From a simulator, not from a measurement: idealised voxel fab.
Process module heading - voxel capacitor over wiring
It is cross-section cut that appears here, measuring 275 nm in width, its square cells being 5 nm in size.
Cross-section, as written here: a square-cell grid given band by band from the top down, where a band holds one or more rows of cells.
In this notation a band is specified by the heights of its top and bottom, in that order and in nm, after which its materials appear from left to right, each paired with its width in nm. The word "all across" attached to a single material means that material fills the band from edge to edge; the word "air" stands for empty space.
Ref level 0: as-received wafer is one material below here. Bottom band extends down with no lower bound ("0..down").
The two numbers in a width such as "30..40" mark its ends across the band: the first belongs to the top row of cells, the second to the bottom row, and from each row to the next the width moves by the same amount.
"no modifications" for a step: no cell of the cross-section changed in that step.
"Tabulated closed voids" contains a list of empty spaces, each no smaller than 8 cells and without an open way to the top, written in the form width x height at distance with the distance from the left edge and all three in nm.
Heads up: the bit after the settings on a step's line is the simulator's remark on that step.
"overlay nm" denotes, for a step that has a mask, the displacement of the mask to the right of its planned place, with negative values corresponding to the left.

### Process steps foreseen in the plan
1,RECEIVE: material Si
2,CONFORMAL_DEP: material SiO2, thk nm 10
3,DIRECTIONAL_DEP: material TiN, thk nm 5
4,DIRECTIONAL_DEP: material W, thk nm 15
5,DIRECTIONAL_DEP: material aC, thk nm 15
6,PATTERN: tone cover, mask id METAL_1, material resist, width nm 25, pitch nm 80, thk nm 35, overlay nm 0
7,DIRECTIONAL_ETCH: etch materials aC, depth nm 15
8,STRIP: etch materials resist
9,DIRECTIONAL_ETCH: etch materials W, depth nm 15
10,DIRECTIONAL_ETCH: etch materials TiN, depth nm 5
11,STRIP: etch materials aC
12,CONFORMAL_DEP: material SiCN, thk nm 5
13,FILL_DEP: material SiO2, thk nm 10
14,CMP: height nm 30
15,CONFORMAL_DEP: material SiCN, thk nm 5
16,DIRECTIONAL_DEP: material SiO2, thk nm 10
17,MASKED_ETCH: tone open, mask id PLUG_1, width nm 15, etch materials SiO2, depth nm 10, overlay nm 0
18,MASKED_ETCH: tone open, mask id PLUG_1, width nm 15, etch materials SiCN, depth nm 5, overlay nm 0
19,EPI: material Ru, thk nm 10
20,EPI: material Ru, thk nm 5
21,DIRECTIONAL_DEP: material TiN, thk nm 10
22,DIRECTIONAL_DEP: material HfO2, thk nm 5
23,DIRECTIONAL_DEP: material TiN, thk nm 5
24,DIRECTIONAL_DEP: material aC, thk nm 15
25,PATTERN: tone cover, mask id UPPER_PLATE, material resist, width nm 60, thk nm 30, overlay nm 0
26,DIRECTIONAL_ETCH: etch materials aC, depth nm 15
27,STRIP: etch materials resist
28,DIRECTIONAL_ETCH: etch materials TiN, depth nm 5
29,DIRECTIONAL_ETCH: etch materials HfO2, depth nm 5
30,STRIP: etch materials aC
31,MASKED_ETCH: tone cover, mask id LOWER_PLATE, width nm 70, etch materials TiN, depth nm 10, overlay nm 0
32,FILL_DEP: material SiO2, thk nm 20
33,CMP: height nm 80
34,DIRECTIONAL_DEP: material aC, thk nm 10
35,PATTERN: tone open, mask id PLUG_2, material resist, width nm 15, thk nm 30, overlay nm 0
36,DIRECTIONAL_ETCH: etch materials aC, depth nm 10
37,STRIP: etch materials resist
38,DIRECTIONAL_ETCH: etch materials SiO2, depth nm 15
39,STRIP: etch materials aC
40,CONFORMAL_DEP: material TiN, thk nm 5
41,FILL_DEP: material W, thk nm 5
42,CMP: height nm 80
43,CONFORMAL_DEP: material SiCN, thk nm 5

### Of two wafers, the first: run according to plan

### Cross-section of the wafer as it came to us, i.e., already through step 1
> 0..down  Si all across
> Tabulated closed voids: none

### Cross-section of the wafer after step 2
> 10..0  SiO2 all across
> Rest of section, below 0: as before.

### Cross-section of the wafer after step 3
> 15..10  TiN all across
> Rest of section, below 10: as before.

### Cross-section of the wafer after step 4
> 30..15  W all across
> Rest of section, below 15: as before.

### Cross-section of the wafer after step 5
> 45..30  aC all across
> Rest of section, below 30: as before.

### Cross-section of the wafer after step 6
> 80..45  air: 85  resist: 25  air: 55  resist: 25  air: 85
> Rest of section, below 45: as before.

### Cross-section of the wafer after step 7
> 65..45  air: 85  resist: 25  air: 55  resist: 25  air: 85
> 45..30  air: 85  aC: 25  air: 55  aC: 25  air: 85
> Rest of section, below 30: as before.

### Cross-section of the wafer after step 8
> 45..30  air: 85  aC: 25  air: 55  aC: 25  air: 85
> Rest of section, below 30: as before.

### Cross-section of the wafer after step 9
> 45..30  air: 85  aC: 25  air: 55  aC: 25  air: 85
> 30..15  air: 85  W: 25  air: 55  W: 25  air: 85
> Rest of section, below 15: as before.

### Cross-section of the wafer after step 10
> 45..30  air: 85  aC: 25  air: 55  aC: 25  air: 85
> 30..15  air: 85  W: 25  air: 55  W: 25  air: 85
> 15..10  air: 85  TiN: 25  air: 55  TiN: 25  air: 85
> Rest of section, below 10: as before.

### Cross-section of the wafer after step 11
> 30..15  air: 85  W: 25  air: 55  W: 25  air: 85
> Rest of section, below 15: as before.

### Cross-section of the wafer after step 12
> 35..30  air: 80  SiCN: 35  air: 45  SiCN: 35  air: 80
> 30..15  air: 80  SiCN: 5  W: 25  SiCN: 5  air: 45  SiCN: 5  W: 25  SiCN: 5  air: 80
> 15..10  SiCN: 85  TiN: 25  SiCN: 55  TiN: 25  SiCN: 85
> Rest of section, below 10: as before.

### Cross-section of the wafer after step 13
> 45..35  SiO2 all across
> 35..30  SiO2: 80  SiCN: 35  SiO2: 45  SiCN: 35  SiO2: 80
> 30..15  SiO2: 80  SiCN: 5  W: 25  SiCN: 5  SiO2: 45  SiCN: 5  W: 25  SiCN: 5  SiO2: 80
> Rest of section, below 15: as before.

### Cross-section of the wafer after step 14
> 30..15  SiO2: 80  SiCN: 5  W: 25  SiCN: 5  SiO2: 45  SiCN: 5  W: 25  SiCN: 5  SiO2: 80
> Rest of section, below 15: as before.

### Cross-section of the wafer after step 15
> 35..30  SiCN all across
> Rest of section, below 30: as before.

### Cross-section of the wafer after step 16
> 45..35  SiO2 all across
> Rest of section, below 35: as before.

### Cross-section of the wafer after step 17
> 45..35  SiO2: 95  air: 15  SiO2: 165
> Rest of section, below 35: as before.

### Cross-section of the wafer after step 18
> 45..35  SiO2: 95  air: 15  SiO2: 165
> 35..30  SiCN: 95  air: 15  SiCN: 165
> Rest of section, below 30: as before.

### Cross-section of the wafer after step 19
> 45..40  SiO2: 95  air: 15  SiO2: 165
> 40..35  SiO2: 95  Ru: 15  SiO2: 165
> 35..30  SiCN: 95  Ru: 15  SiCN: 165
> Rest of section, below 30: as before.

### Cross-section of the wafer after step 20
> 45..35  SiO2: 95  Ru: 15  SiO2: 165
> Rest of section, below 35: as before.

### Cross-section of the wafer after step 21
> 55..45  TiN all across
> Rest of section, below 45: as before.

### Cross-section of the wafer after step 22
> 60..55  HfO2 all across
> Rest of section, below 55: as before.

### Cross-section of the wafer after step 23
> 65..60  TiN all across
> Rest of section, below 60: as before.

### Cross-section of the wafer after step 24
> 80..65  aC all across
> Rest of section, below 65: as before.

### Cross-section of the wafer after step 25
> 110..80  air: 95  resist: 60  air: 120
> Rest of section, below 80: as before.

### Cross-section of the wafer after step 26
> 95..80  air: 95  resist: 60  air: 120
> 80..65  air: 95  aC: 60  air: 120
> Rest of section, below 65: as before.

### Cross-section of the wafer after step 27
> 80..65  air: 95  aC: 60  air: 120
> Rest of section, below 65: as before.

### Cross-section of the wafer after step 28
> 80..65  air: 95  aC: 60  air: 120
> 65..60  air: 95  TiN: 60  air: 120
> Rest of section, below 60: as before.

### Cross-section of the wafer after step 29
> 80..65  air: 95  aC: 60  air: 120
> 65..60  air: 95  TiN: 60  air: 120
> 60..55  air: 95  HfO2: 60  air: 120
> Rest of section, below 55: as before.

### Cross-section of the wafer after step 30
> 65..60  air: 95  TiN: 60  air: 120
> Rest of section, below 60: as before.

### Cross-section of the wafer after step 31
> 65..60  air: 95  TiN: 60  air: 120
> 60..55  air: 95  HfO2: 60  air: 120
> 55..45  air: 90  TiN: 70  air: 115
> Rest of section, below 45: as before.

### Cross-section of the wafer after step 32
> 85..65  SiO2 all across
> 65..60  SiO2: 95  TiN: 60  SiO2: 120
> 60..55  SiO2: 95  HfO2: 60  SiO2: 120
> 55..45  SiO2: 90  TiN: 70  SiO2: 115
> Rest of section, below 45: as before.

### Cross-section of the wafer after step 33
> 80..65  SiO2 all across
> Rest of section, below 65: as before.

### Cross-section of the wafer after step 34
> 90..80  aC all across
> Rest of section, below 80: as before.

### Cross-section of the wafer after step 35
> 120..90  resist: 105  air: 15  resist: 155
> Rest of section, below 90: as before.

### Cross-section of the wafer after step 36
> 110..90  resist: 105  air: 15  resist: 155
> 90..80  aC: 105  air: 15  aC: 155
> Rest of section, below 80: as before.

### Cross-section of the wafer after step 37
> 90..80  aC: 105  air: 15  aC: 155
> Rest of section, below 80: as before.

### Cross-section of the wafer after step 38
> 90..80  aC: 105  air: 15  aC: 155
> 80..65  SiO2: 105  air: 15  SiO2: 155
> Rest of section, below 65: as before.

### Cross-section of the wafer after step 39
> 80..65  SiO2: 105  air: 15  SiO2: 155
> Rest of section, below 65: as before.

### Cross-section of the wafer after step 40
> 85..80  TiN: 110  air: 5  TiN: 160
> 80..70  SiO2: 105  TiN: 5  air: 5  TiN: 5  SiO2: 155
> 70..60  SiO2: 105..95  TiN: 15..60  SiO2: 155..120
> Rest of section, below 60: as before.

### Cross-section of the wafer after step 41
> 90..85  W all across
> 85..80  TiN: 110  W: 5  TiN: 160
> 80..70  SiO2: 105  TiN: 5  W: 5  TiN: 5  SiO2: 155
> Rest of section, below 70: as before.

### Cross-section of the wafer after step 42
> 80..70  SiO2: 105  TiN: 5  W: 5  TiN: 5  SiO2: 155
> Rest of section, below 70: as before.

### Cross-section of the wafer after step 43
> 85..80  SiCN all across
> Rest of section, below 80: as before.

### Regarding the second of the two wafers: it shared the first wafer's starting condition and process plan, yet one error occurred during its execution. Its history coincides with that of the first wafer up to and including step 5

### Cross-sectional representation of the second wafer at the time designated in the plan for the completion of step 6
> 80..45  air: 90  resist: 20  air: 60  resist: 20  air: 85
> Rest of section, below 45: as before.

### Cross-sectional representation of the second wafer at the time designated in the plan for the completion of step 7
> 65..45  air: 90  resist: 20  air: 60  resist: 20  air: 85
> 45..30  air: 90  aC: 20  air: 60  aC: 20  air: 85
> Rest of section, below 30: as before.

### Cross-sectional representation of the second wafer at the time designated in the plan for the completion of step 8
> 45..30  air: 90  aC: 20  air: 60  aC: 20  air: 85
> Rest of section, below 30: as before.

### Cross-sectional representation of the second wafer at the time designated in the plan for the completion of step 9
> 45..30  air: 90  aC: 20  air: 60  aC: 20  air: 85
> 30..15  air: 90  W: 20  air: 60  W: 20  air: 85
> Rest of section, below 15: as before.

### Cross-sectional representation of the second wafer at the time designated in the plan for the completion of step 10
> 45..30  air: 90  aC: 20  air: 60  aC: 20  air: 85
> 30..15  air: 90  W: 20  air: 60  W: 20  air: 85
> 15..10  air: 90  TiN: 20  air: 60  TiN: 20  air: 85
> Rest of section, below 10: as before.

### Cross-sectional representation of the second wafer at the time designated in the plan for the completion of step 11
> 30..15  air: 90  W: 20  air: 60  W: 20  air: 85
> Rest of section, below 15: as before.

### Cross-sectional representation of the second wafer at the time designated in the plan for the completion of step 12
> 35..30  air: 85  SiCN: 30  air: 50  SiCN: 30  air: 80
> 30..15  air: 85  SiCN: 5  W: 20  SiCN: 5  air: 50  SiCN: 5  W: 20  SiCN: 5  air: 80
> 15..10  SiCN: 90  TiN: 20  SiCN: 60  TiN: 20  SiCN: 85
> Rest of section, below 10: as before.

### Cross-sectional representation of the second wafer at the time designated in the plan for the completion of step 13
> 45..35  SiO2 all across
> 35..30  SiO2: 85  SiCN: 30  SiO2: 50  SiCN: 30  SiO2: 80
> 30..15  SiO2: 85  SiCN: 5  W: 20  SiCN: 5  SiO2: 50  SiCN: 5  W: 20  SiCN: 5  SiO2: 80
> Rest of section, below 15: as before.

### Cross-sectional representation of the second wafer at the time designated in the plan for the completion of step 14
> 30..15  SiO2: 85  SiCN: 5  W: 20  SiCN: 5  SiO2: 50  SiCN: 5  W: 20  SiCN: 5  SiO2: 80
> Rest of section, below 15: as before.

### Cross-sectional representation of the second wafer at the time designated in the plan for the completion of step 15
> 35..30  SiCN all across
> Rest of section, below 30: as before.

### Cross-sectional representation of the second wafer at the time designated in the plan for the completion of step 16
> 45..35  SiO2 all across
> Rest of section, below 35: as before.

### Cross-sectional representation of the second wafer at the time designated in the plan for the completion of step 17
> 45..35  SiO2: 95  air: 15  SiO2: 165
> Rest of section, below 35: as before.

### Cross-sectional representation of the second wafer at the time designated in the plan for the completion of step 18
> 45..35  SiO2: 95  air: 15  SiO2: 165
> 35..30  SiCN: 95  air: 15  SiCN: 165
> Rest of section, below 30: as before.

### Cross-sectional representation of the second wafer at the time designated in the plan for the completion of step 19
> 45..40  SiO2: 95  air: 15  SiO2: 165
> 40..35  SiO2: 95  Ru: 15  SiO2: 165
> 35..30  SiCN: 95  Ru: 15  SiCN: 165
> Rest of section, below 30: as before.

### Cross-sectional representation of the second wafer at the time designated in the plan for the completion of step 20
> 45..35  SiO2: 95  Ru: 15  SiO2: 165
> Rest of section, below 35: as before.

### Cross-sectional representation of the second wafer at the time designated in the plan for the completion of step 21
> 55..45  TiN all across
> Rest of section, below 45: as before.

### Cross-sectional representation of the second wafer at the time designated in the plan for the completion of step 22
> 60..55  HfO2 all across
> Rest of section, below 55: as before.

### Cross-sectional representation of the second wafer at the time designated in the plan for the completion of step 23
> 65..60  TiN all across
> Rest of section, below 60: as before.

### Cross-sectional representation of the second wafer at the time designated in the plan for the completion of step 24
> 80..65  aC all across
> Rest of section, below 65: as before.

### Cross-sectional representation of the second wafer at the time designated in the plan for the completion of step 25
> 110..80  air: 95  resist: 60  air: 120
> Rest of section, below 80: as before.

### Cross-sectional representation of the second wafer at the time designated in the plan for the completion of step 26
> 95..80  air: 95  resist: 60  air: 120
> 80..65  air: 95  aC: 60  air: 120
> Rest of section, below 65: as before.

### Cross-sectional representation of the second wafer at the time designated in the plan for the completion of step 27
> 80..65  air: 95  aC: 60  air: 120
> Rest of section, below 65: as before.

### Cross-sectional representation of the second wafer at the time designated in the plan for the completion of step 28
> 80..65  air: 95  aC: 60  air: 120
> 65..60  air: 95  TiN: 60  air: 120
> Rest of section, below 60: as before.

### Cross-sectional representation of the second wafer at the time designated in the plan for the completion of step 29
> 80..65  air: 95  aC: 60  air: 120
> 65..60  air: 95  TiN: 60  air: 120
> 60..55  air: 95  HfO2: 60  air: 120
> Rest of section, below 55: as before.

### Cross-sectional representation of the second wafer at the time designated in the plan for the completion of step 30
> 65..60  air: 95  TiN: 60  air: 120
> Rest of section, below 60: as before.

### Cross-sectional representation of the second wafer at the time designated in the plan for the completion of step 31
> 65..60  air: 95  TiN: 60  air: 120
> 60..55  air: 95  HfO2: 60  air: 120
> 55..45  air: 90  TiN: 70  air: 115
> Rest of section, below 45: as before.

### Cross-sectional representation of the second wafer at the time designated in the plan for the completion of step 32
> 85..65  SiO2 all across
> 65..60  SiO2: 95  TiN: 60  SiO2: 120
> 60..55  SiO2: 95  HfO2: 60  SiO2: 120
> 55..45  SiO2: 90  TiN: 70  SiO2: 115
> Rest of section, below 45: as before.

### Cross-sectional representation of the second wafer at the time designated in the plan for the completion of step 33
> 80..65  SiO2 all across
> Rest of section, below 65: as before.

### Cross-sectional representation of the second wafer at the time designated in the plan for the completion of step 34
> 90..80  aC all across
> Rest of section, below 80: as before.

### Cross-sectional representation of the second wafer at the time designated in the plan for the completion of step 35
> 120..90  resist: 105  air: 15  resist: 155
> Rest of section, below 90: as before.

### Cross-sectional representation of the second wafer at the time designated in the plan for the completion of step 36
> 110..90  resist: 105  air: 15  resist: 155
> 90..80  aC: 105  air: 15  aC: 155
> Rest of section, below 80: as before.

### Cross-sectional representation of the second wafer at the time designated in the plan for the completion of step 37
> 90..80  aC: 105  air: 15  aC: 155
> Rest of section, below 80: as before.

### Cross-sectional representation of the second wafer at the time designated in the plan for the completion of step 38
> 90..80  aC: 105  air: 15  aC: 155
> 80..65  SiO2: 105  air: 15  SiO2: 155
> Rest of section, below 65: as before.

### Cross-sectional representation of the second wafer at the time designated in the plan for the completion of step 39
> 80..65  SiO2: 105  air: 15  SiO2: 155
> Rest of section, below 65: as before.

### Cross-sectional representation of the second wafer at the time designated in the plan for the completion of step 40
> 85..80  TiN: 110  air: 5  TiN: 160
> 80..70  SiO2: 105  TiN: 5  air: 5  TiN: 5  SiO2: 155
> 70..60  SiO2: 105..95  TiN: 15..60  SiO2: 155..120
> Rest of section, below 60: as before.

### Cross-sectional representation of the second wafer at the time designated in the plan for the completion of step 41
> 90..85  W all across
> 85..80  TiN: 110  W: 5  TiN: 160
> 80..70  SiO2: 105  TiN: 5  W: 5  TiN: 5  SiO2: 155
> Rest of section, below 70: as before.

### Cross-sectional representation of the second wafer at the time designated in the plan for the completion of step 42
> 80..70  SiO2: 105  TiN: 5  W: 5  TiN: 5  SiO2: 155
> Rest of section, below 70: as before.

### Cross-sectional representation of the second wafer at the time designated in the plan for the completion of step 43
> 85..80  SiCN all across
> Rest of section, below 80: as before.
Deviation from plan: step 6, actual vs plan mismatch, actual run PATTERN: tone cover, mask id METAL_1, material resist, width nm 20, pitch nm 80, thk nm 35, overlay nm 0
Final tally in cells, some materials are higher or lower on the second wafer than on the first: 2 more of SiCN; 6 more of SiO2; 2 fewer of TiN; 6 fewer of W
